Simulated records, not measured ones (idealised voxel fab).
Module name: voxel trench capacitor (process module)
FYI the section here is cut, 185 nm wide, cells are 5 nm squares.
A cross-section in this document is a grid of square cells, and it is written down as bands, the top band listed before the ones below it; a band is made up of one or more rows of cells.
For a band, the entry starts with two heights in nm, that of the top and then that of the bottom, and carries on with the band's materials in order from left to right, each alongside its width in nm; the word "edge to edge" beside a single material means it fills the band edge to edge, and "blank" means empty space.
Height is counted from the level 0, under which the received wafer is composed throughout of one material. The lowest of the bands is not closed at the bottom but continues downward, in the notation "0 and below".
Think of "30..40" as a width that walks from the first number to the second as you go down the band, top row to bottom row, taking equal-sized steps from row to row.
The cross-section has no changed cell in any step marked "nothing changed".
Empty spaces counting at least 8 cells and having no open way to the top are listed in "Enclosed internal voids". The notation width x height at distance is used for each, the distance being from the left edge and all three values in nm.
On a step's line, text after the settings is the simulator commenting on that step.
"overlay nm", when on a step's line for a step with a mask, measures how far to the right of its planned place the mask lay; a negative measure means to the left.

Planned process steps:
step 1: RECEIVE, material Si
step 2: CONFORMAL_DEP, material SiN, thk nm 5
step 3: DIRECTIONAL_DEP, material aC, thk nm 15
step 4: PATTERN, tone open, mask id TRENCH, material resist, width nm 25, pitch nm 40, thk nm 35, overlay nm 0
step 5: DIRECTIONAL_ETCH, etch materials aC, depth nm 15
step 6: STRIP, etch materials resist
step 7: DIRECTIONAL_ETCH, etch materials SiN, depth nm 5
step 8: DIRECTIONAL_ETCH, etch materials Si, depth nm 30
step 9: STRIP, etch materials aC
step 10: CONFORMAL_DEP, material HfO2, thk nm 5
step 11: CONFORMAL_DEP, material TiN, thk nm 5
step 12: FILL_DEP, material W, thk nm 10
step 13: CMP, height nm 5

Run as planned: first of two wafers:

Wafer at receipt (post step 1), cross-section:
    0 and below | Si edge to edge
    Enclosed internal voids: none

After step 2: wafer cross-section:
    5 down to 0 | SiN edge to edge
    Below 0, no change.

After step 3: wafer cross-section:
    20 down to 5 | aC edge to edge
    Below 5, no change.

After step 4: wafer cross-section:
    55 down to 20 | 40 nm resist / 25 nm blank / 15 nm resist / 25 nm blank / 15 nm resist / 25 nm blank / 40 nm resist
    Below 20, no change.

After step 5: wafer cross-section:
    40 down to 20 | 40 nm resist / 25 nm blank / 15 nm resist / 25 nm blank / 15 nm resist / 25 nm blank / 40 nm resist
    20 down to 5 | 40 nm aC / 25 nm blank / 15 nm aC / 25 nm blank / 15 nm aC / 25 nm blank / 40 nm aC
    Below 5, no change.

After step 6: wafer cross-section:
    20 down to 5 | 40 nm aC / 25 nm blank / 15 nm aC / 25 nm blank / 15 nm aC / 25 nm blank / 40 nm aC
    Below 5, no change.

After step 7: wafer cross-section:
    20 down to 5 | 40 nm aC / 25 nm blank / 15 nm aC / 25 nm blank / 15 nm aC / 25 nm blank / 40 nm aC
    5 down to 0 | 40 nm SiN / 25 nm blank / 15 nm SiN / 25 nm blank / 15 nm SiN / 25 nm blank / 40 nm SiN
    Below 0, no change.

After step 8: wafer cross-section:
    20 down to 5 | 40 nm aC / 25 nm blank / 15 nm aC / 25 nm blank / 15 nm aC / 25 nm blank / 40 nm aC
    5 down to 0 | 40 nm SiN / 25 nm blank / 15 nm SiN / 25 nm blank / 15 nm SiN / 25 nm blank / 40 nm SiN
    0 down to -30 | 40 nm Si / 25 nm blank / 15 nm Si / 25 nm blank / 15 nm Si / 25 nm blank / 40 nm Si
    Below -30, no change.

After step 9: wafer cross-section:
    5 down to 0 | 40 nm SiN / 25 nm blank / 15 nm SiN / 25 nm blank / 15 nm SiN / 25 nm blank / 40 nm SiN
    Below 0, no change.

After step 10: wafer cross-section:
    10 down to 5 | 45 nm HfO2 / 15 nm blank / 25 nm HfO2 / 15 nm blank / 25 nm HfO2 / 15 nm blank / 45 nm HfO2
    5 down to 0 | 40 nm SiN / 5 nm HfO2 / 15 nm blank / 5 nm HfO2 / 15 nm SiN / 5 nm HfO2 / 15 nm blank / 5 nm HfO2 / 15 nm SiN / 5 nm HfO2 / 15 nm blank / 5 nm HfO2 / 40 nm SiN
    0 down to -25 | 40 nm Si / 5 nm HfO2 / 15 nm blank / 5 nm HfO2 / 15 nm Si / 5 nm HfO2 / 15 nm blank / 5 nm HfO2 / 15 nm Si / 5 nm HfO2 / 15 nm blank / 5 nm HfO2 / 40 nm Si
    -25 down to -30 | 40 nm Si / 25 nm HfO2 / 15 nm Si / 25 nm HfO2 / 15 nm Si / 25 nm HfO2 / 40 nm Si
    Below -30, no change.

After step 11: wafer cross-section:
    15 down to 10 | 50 nm TiN / 5 nm blank / 35 nm TiN / 5 nm blank / 35 nm TiN / 5 nm blank / 50 nm TiN
    10 down to 5 | 45 nm HfO2 / 5 nm TiN / 5 nm blank / 5 nm TiN / 25 nm HfO2 / 5 nm TiN / 5 nm blank / 5 nm TiN / 25 nm HfO2 / 5 nm TiN / 5 nm blank / 5 nm TiN / 45 nm HfO2
    5 down to 0 | 40 nm SiN / 5 nm HfO2 / 5 nm TiN / 5 nm blank / 5 nm TiN / 5 nm HfO2 / 15 nm SiN / 5 nm HfO2 / 5 nm TiN / 5 nm blank / 5 nm TiN / 5 nm HfO2 / 15 nm SiN / 5 nm HfO2 / 5 nm TiN / 5 nm blank / 5 nm TiN / 5 nm HfO2 / 40 nm SiN
    0 down to -20 | 40 nm Si / 5 nm HfO2 / 5 nm TiN / 5 nm blank / 5 nm TiN / 5 nm HfO2 / 15 nm Si / 5 nm HfO2 / 5 nm TiN / 5 nm blank / 5 nm TiN / 5 nm HfO2 / 15 nm Si / 5 nm HfO2 / 5 nm TiN / 5 nm blank / 5 nm TiN / 5 nm HfO2 / 40 nm Si
    -20 down to -25 | 40 nm Si / 5 nm HfO2 / 15 nm TiN / 5 nm HfO2 / 15 nm Si / 5 nm HfO2 / 15 nm TiN / 5 nm HfO2 / 15 nm Si / 5 nm HfO2 / 15 nm TiN / 5 nm HfO2 / 40 nm Si
    Below -25, no change.

After step 12: wafer cross-section:
    25 down to 15 | W edge to edge
    15 down to 10 | 50 nm TiN / 5 nm W / 35 nm TiN / 5 nm W / 35 nm TiN / 5 nm W / 50 nm TiN
    10 down to 5 | 45 nm HfO2 / 5 nm TiN / 5 nm W / 5 nm TiN / 25 nm HfO2 / 5 nm TiN / 5 nm W / 5 nm TiN / 25 nm HfO2 / 5 nm TiN / 5 nm W / 5 nm TiN / 45 nm HfO2
    5 down to 0 | 40 nm SiN / 5 nm HfO2 / 5 nm TiN / 5 nm W / 5 nm TiN / 5 nm HfO2 / 15 nm SiN / 5 nm HfO2 / 5 nm TiN / 5 nm W / 5 nm TiN / 5 nm HfO2 / 15 nm SiN / 5 nm HfO2 / 5 nm TiN / 5 nm W / 5 nm TiN / 5 nm HfO2 / 40 nm SiN
    0 down to -20 | 40 nm Si / 5 nm HfO2 / 5 nm TiN / 5 nm W / 5 nm TiN / 5 nm HfO2 / 15 nm Si / 5 nm HfO2 / 5 nm TiN / 5 nm W / 5 nm TiN / 5 nm HfO2 / 15 nm Si / 5 nm HfO2 / 5 nm TiN / 5 nm W / 5 nm TiN / 5 nm HfO2 / 40 nm Si
    Below -20, no change.

After step 13: wafer cross-section:
    5 down to 0 | 40 nm SiN / 5 nm HfO2 / 5 nm TiN / 5 nm W / 5 nm TiN / 5 nm HfO2 / 15 nm SiN / 5 nm HfO2 / 5 nm TiN / 5 nm W / 5 nm TiN / 5 nm HfO2 / 15 nm SiN / 5 nm HfO2 / 5 nm TiN / 5 nm W / 5 nm TiN / 5 nm HfO2 / 40 nm SiN
    Below 0, no change.

Second wafer: like start, like plan, one mistake. Through step 9 it matches the first wafer:

Second wafer shown in cross-section at the time step 10 was slated to end: nothing changed

Second wafer shown in cross-section at the time step 11 was slated to end:
    10 down to 5 | 45 nm TiN / 15 nm blank / 25 nm TiN / 15 nm blank / 25 nm TiN / 15 nm blank / 45 nm TiN
    5 down to 0 | 40 nm SiN / 5 nm TiN / 15 nm blank / 5 nm TiN / 15 nm SiN / 5 nm TiN / 15 nm blank / 5 nm TiN / 15 nm SiN / 5 nm TiN / 15 nm blank / 5 nm TiN / 40 nm SiN
    0 down to -25 | 40 nm Si / 5 nm TiN / 15 nm blank / 5 nm TiN / 15 nm Si / 5 nm TiN / 15 nm blank / 5 nm TiN / 15 nm Si / 5 nm TiN / 15 nm blank / 5 nm TiN / 40 nm Si
    -25 down to -30 | 40 nm Si / 25 nm TiN / 15 nm Si / 25 nm TiN / 15 nm Si / 25 nm TiN / 40 nm Si
    Below -30, no change.

Second wafer shown in cross-section at the time step 12 was slated to end:
    20 down to 10 | W edge to edge
    10 down to 5 | 45 nm TiN / 15 nm W / 25 nm TiN / 15 nm W / 25 nm TiN / 15 nm W / 45 nm TiN
    5 down to 0 | 40 nm SiN / 5 nm TiN / 15 nm W / 5 nm TiN / 15 nm SiN / 5 nm TiN / 15 nm W / 5 nm TiN / 15 nm SiN / 5 nm TiN / 15 nm W / 5 nm TiN / 40 nm SiN
    0 down to -25 | 40 nm Si / 5 nm TiN / 15 nm W / 5 nm TiN / 15 nm Si / 5 nm TiN / 15 nm W / 5 nm TiN / 15 nm Si / 5 nm TiN / 15 nm W / 5 nm TiN / 40 nm Si
    Below -25, no change.

Second wafer shown in cross-section at the time step 13 was slated to end:
    5 down to 0 | 40 nm SiN / 5 nm TiN / 15 nm W / 5 nm TiN / 15 nm SiN / 5 nm TiN / 15 nm W / 5 nm TiN / 15 nm SiN / 5 nm TiN / 15 nm W / 5 nm TiN / 40 nm SiN
    Below 0, no change.
Processing error: the run left out plan step 10 entirely, so it was never executed
Cell-count delta at end, second wafer over first, by material: HfO2: 51 fewer | TiN: 12 more | W: 39 more
